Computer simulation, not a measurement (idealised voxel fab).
Title: Process Module voxel capacitor over wiring
The width of the displayed cross-section, cut, is 295 nm; its cells are square, with a size of 5 nm.
A cross-section is written here as square cells arranged in a grid, and it is given in bands from the top down, each band taking up one or more rows of cells.
This entry defines a band. It first specifies the height of the band's top and the height of its bottom in nm, and then specifies the band's materials from left to right, stating each material with its width in nm. The word "all across" identifies a single material that fills the band from edge to edge, while the word "blank" identifies empty space.
Heights are expressed relative to 0, this being the level below which the as-received wafer comprises one material exclusively. The lowest band is unbounded in the downward direction and is denoted as in "top 0, no bottom".
When a width is written as two numbers, as in "30..40", the first number is the width in the top row of cells of the band and the second is the width in its bottom row, and the width changes by the same amount from each row to the next.
A step reported as "nothing got changed" is a step in which no cell of the cross-section changed.
"Fully enclosed voids" lists enclosed empty spaces (at least 8 cells, no open path upward to the top), each as width x height at distance from the left edge, in nm.
What comes after the settings on a step's line is commentary from the simulator itself on that step.
overlay nm: on a step with a mask, how far right of its planned place the mask lay; negative means left.

# These are the steps we planned for the process
1: RECEIVE, material Si
2: CONFORMAL_DEP, material SiO2, thk nm 10
3: CONFORMAL_DEP, material SiCN, thk nm 5
4: DIRECTIONAL_DEP, material SiO2, thk nm 15
5: DIRECTIONAL_DEP, material aC, thk nm 10
6: PATTERN, tone open, mask id METAL_1, material resist, width nm 20, pitch nm 80, thk nm 25, overlay nm 0
7: DIRECTIONAL_ETCH, etch materials aC, depth nm 10
8: STRIP, etch materials resist
9: DIRECTIONAL_ETCH, etch materials SiO2, depth nm 15
10: DIRECTIONAL_ETCH, etch materials SiCN, depth nm 5
11: STRIP, etch materials aC
12: CONFORMAL_DEP, material TiN, thk nm 5
13: FILL_DEP, material Cu, thk nm 10
14: CMP, height nm 30
15: CONFORMAL_DEP, material SiCN, thk nm 5
16: DIRECTIONAL_DEP, material lowk, thk nm 15
17: DIRECTIONAL_DEP, material aC, thk nm 10
18: PATTERN, tone open, mask id PLUG_1, material resist, width nm 15, thk nm 30, overlay nm 0
19: DIRECTIONAL_ETCH, etch materials aC, depth nm 10
20: STRIP, etch materials resist
21: DIRECTIONAL_ETCH, etch materials lowk, depth nm 15
22: DIRECTIONAL_ETCH, etch materials SiCN, depth nm 5
23: STRIP, etch materials aC
24: CONFORMAL_DEP, material TiN, thk nm 5
25: FILL_DEP, material Ru, thk nm 10
26: CMP, height nm 50
27: DIRECTIONAL_DEP, material TiN, thk nm 5
28: DIRECTIONAL_DEP, material SiN, thk nm 5
29: DIRECTIONAL_DEP, material TiN, thk nm 10
30: PATTERN, tone cover, mask id UPPER_PLATE, material resist, width nm 65, thk nm 15, overlay nm 0
31: DIRECTIONAL_ETCH, etch materials TiN, depth nm 10
32: DIRECTIONAL_ETCH, etch materials SiN, depth nm 5
33: STRIP, etch materials resist
34: DIRECTIONAL_DEP, material aC, thk nm 10
35: PATTERN, tone cover, mask id LOWER_PLATE, material resist, width nm 75, thk nm 25, overlay nm 0
36: DIRECTIONAL_ETCH, etch materials aC, depth nm 10
37: STRIP, etch materials resist
38: DIRECTIONAL_ETCH, etch materials TiN, depth nm 5
39: STRIP, etch materials aC
40: FILL_DEP, material SiO2, thk nm 20
41: CMP, height nm 85
42: PATTERN, tone open, mask id PLUG_2, material resist, width nm 15, thk nm 15, overlay nm 0
43: DIRECTIONAL_ETCH, etch materials SiO2, depth nm 15
44: STRIP, etch materials resist
45: CONFORMAL_DEP, material TiN, thk nm 5
46: FILL_DEP, material Ru, thk nm 5
47: CMP, height nm 85
48: CONFORMAL_DEP, material SiN, thk nm 5

# Incoming wafer in cross-section (state: after step 1)
> top 0, no bottom: Si all across
> Fully enclosed voids: none

# Here's the cross-section of the first of our two wafers at the end of the module - it ran as planned
> top 90, bottom 85: SiN all across
> top 85, bottom 75: SiO2=110 | TiN=5 | Ru=5 | TiN=5 | SiO2=170
> top 75, bottom 70: SiO2=110 | TiN=15 | SiO2=170
> top 70, bottom 60: SiO2=100 | TiN=65 | SiO2=130
> top 60, bottom 55: SiO2=100 | SiN=65 | SiO2=130
> top 55, bottom 50: SiO2=95 | TiN=75 | SiO2=125
> top 50, bottom 35: lowk=100 | TiN=5 | Ru=5 | TiN=5 | lowk=180
> top 35, bottom 30: SiCN=100 | TiN=15 | SiCN=180
> top 30, bottom 15: SiO2=95 | TiN=5 | Cu=10 | TiN=5 | SiO2=60 | TiN=5 | Cu=10 | TiN=5 | SiO2=100
> top 15, bottom 10: SiCN=95 | TiN=20 | SiCN=60 | TiN=20 | SiCN=100
> top 10, bottom 0: SiO2 all across
> top 0, no bottom: Si all across
> Fully enclosed voids: none

# Second wafer through the module, sectioned at the end: same beginning and same plan as the first wafer, with one mistake in carrying it out
> top 90, bottom 85: SiN all across
> top 85, bottom 75: SiO2=110 | TiN=5 | Ru=5 | TiN=5 | SiO2=170
> top 75, bottom 70: SiO2=110 | TiN=15 | SiO2=170
> top 70, bottom 60: SiO2=105 | TiN=55 | SiO2=135
> top 60, bottom 55: SiO2=105 | SiN=55 | SiO2=135
> top 55, bottom 50: SiO2=95 | TiN=75 | SiO2=125
> top 50, bottom 35: lowk=100 | TiN=5 | Ru=5 | TiN=5 | lowk=180
> top 35, bottom 30: SiCN=100 | TiN=15 | SiCN=180
> top 30, bottom 15: SiO2=95 | TiN=5 | Cu=10 | TiN=5 | SiO2=60 | TiN=5 | Cu=10 | TiN=5 | SiO2=100
> top 15, bottom 10: SiCN=95 | TiN=20 | SiCN=60 | TiN=20 | SiCN=100
> top 10, bottom 0: SiO2 all across
> top 0, no bottom: Si all across
> Fully enclosed voids: none
Deviation from plan: off-plan run, step 30, actual operation and settings PATTERN, tone cover, mask id UPPER_PLATE, material resist, width nm 55, thk nm 15, overlay nm 0
In the final state, the cell counts of the second wafer exceed or fall short of those of the first for the following materials: SiN: 2 fewer | SiO2: 6 more | TiN: 4 fewer
